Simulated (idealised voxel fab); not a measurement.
process module | voxel self aligned contacts
cross-section cut | 170 nm wide | cells 5 nm
A cross-section is a grid of square cells, given in bands from the top down. A band is one or more rows of cells.
Each band's line starts with the height of the band's top and of its bottom, in nm. Then come its materials from left to right, each with its width in nm. One material with "throughout" fills the band from edge to edge. "air" is empty space.
Height 0 is the level under which the wafer as received is all one material. The lowest band goes on downwards, as in "0 down".
A width such as "30 to 40" changes by the same amount from each row of cells to the next, from the band's top row to its bottom row.
"no change" after a step means that no cell of the cross-section changed.
closed voids: empty space of 8 cells or more with no open way to the top, each as width x height at its distance from the left edge, in nm
after a step's settings: what the simulator itself notes on the step
overlay nm, on a step with a mask: how far to the right of its planned place the mask lay; to the left if negative
plan
1 op RECEIVE | material Si
2 op OXIDIZE | depth nm 5
3 op DIRECTIONAL_DEP | material polySi | thk nm 25
4 op DIRECTIONAL_DEP | material SiN | thk nm 20
5 op DIRECTIONAL_DEP | material aC | thk nm 10
6 op PATTERN | tone cover | mask id GATE | material resist | width nm 30 | pitch nm 65 | thk nm 30 | overlay nm 0
7 op DIRECTIONAL_ETCH | etch materials aC | depth nm 10
8 op STRIP | etch materials resist
9 op DIRECTIONAL_ETCH | etch materials SiN | depth nm 20
10 op DIRECTIONAL_ETCH | etch materials polySi | depth nm 25
11 op STRIP | etch materials aC
12 op CONFORMAL_DEP | material SiN | thk nm 10
13 op DIRECTIONAL_ETCH | etch materials SiN | depth nm 10
14 op FILL_DEP | material SiO2 | thk nm 20
15 op CMP | height nm 55
16 op DIRECTIONAL_DEP | material aC | thk nm 10
17 op PATTERN | tone open | mask id CONTACT | material resist | width nm 45 | thk nm 25 | overlay nm -15
18 op DIRECTIONAL_ETCH | etch materials aC | depth nm 10
19 op STRIP | etch materials resist
20 op DIRECTIONAL_ETCH | etch materials SiO2 | depth nm 60
21 op STRIP | etch materials aC
22 op CONFORMAL_DEP | material TiN | thk nm 5
23 op FILL_DEP | material Ru | thk nm 10
24 op CMP | height nm 55
25 op CONFORMAL_DEP | material SiCN | thk nm 5
varied across the wafers: overlay nm of step 17. The plan shows the first wafer's value. All wafers start alike
first wafer as received, after step 1
  0 down: Si throughout
  closed voids: none
first wafer at the end, after step 25
  60 to 55: SiCN throughout
  55 to 45: SiO2 45 | TiN 5 to 35 | Ru 35 to 5 | TiN 5 | SiO2 80
  45 to 25: SiO2 25 | SiN 50 | TiN 5 | Ru 5 | TiN 5 | SiN 50 | SiO2 30
  25 to 0: SiO2 25 | SiN 10 | polySi 30 | SiN 10 | TiN 5 | Ru 5 | TiN 5 | SiN 10 | polySi 30 | SiN 10 | SiO2 30
  0 to -5: SiO2 75 | TiN 15 | SiO2 80
  -5 down: Si throughout
  closed voids: none
last wafer at the end
  60 to 55: SiCN throughout
  55 to 45: SiO2 75 | TiN 5 | Ru 35 to 5 | TiN 5 to 35 | SiO2 50
  45 to 25: SiO2 25 | SiN 50 | TiN 5 | Ru 5 | TiN 5 | SiN 50 | SiO2 30
  25 to 0: SiO2 25 | SiN 10 | polySi 30 | SiN 10 | TiN 5 | Ru 5 | TiN 5 | SiN 10 | polySi 30 | SiN 10 | SiO2 30
  0 to -5: SiO2 75 | TiN 15 | SiO2 80
  -5 down: Si throughout
  closed voids: none
each wafer at the end: cells of each material gained (+) or lost (-) since it was received, then its closed voids
overlay nm -15 | +17 Ru | -34 Si | +34 SiCN | +120 SiN | +180 SiO2 | +31 TiN | +60 polySi | closed voids: none
overlay nm -10 | +17 Ru | -34 Si | +34 SiCN | +120 SiN | +180 SiO2 | +31 TiN | +60 polySi | closed voids: none
overlay nm -5 | +17 Ru | -34 Si | +34 SiCN | +120 SiN | +180 SiO2 | +31 TiN | +60 polySi | closed voids: none
overlay nm 0 | +17 Ru | -34 Si | +34 SiCN | +120 SiN | +180 SiO2 | +31 TiN | +60 polySi | closed voids: none
overlay nm 5 | +17 Ru | -34 Si | +34 SiCN | +120 SiN | +180 SiO2 | +31 TiN | +60 polySi | closed voids: none
overlay nm 10 | +17 Ru | -34 Si | +34 SiCN | +120 SiN | +180 SiO2 | +31 TiN | +60 polySi | closed voids: none
overlay nm 15 | +17 Ru | -34 Si | +34 SiCN | +120 SiN | +180 SiO2 | +31 TiN | +60 polySi | closed voids: none
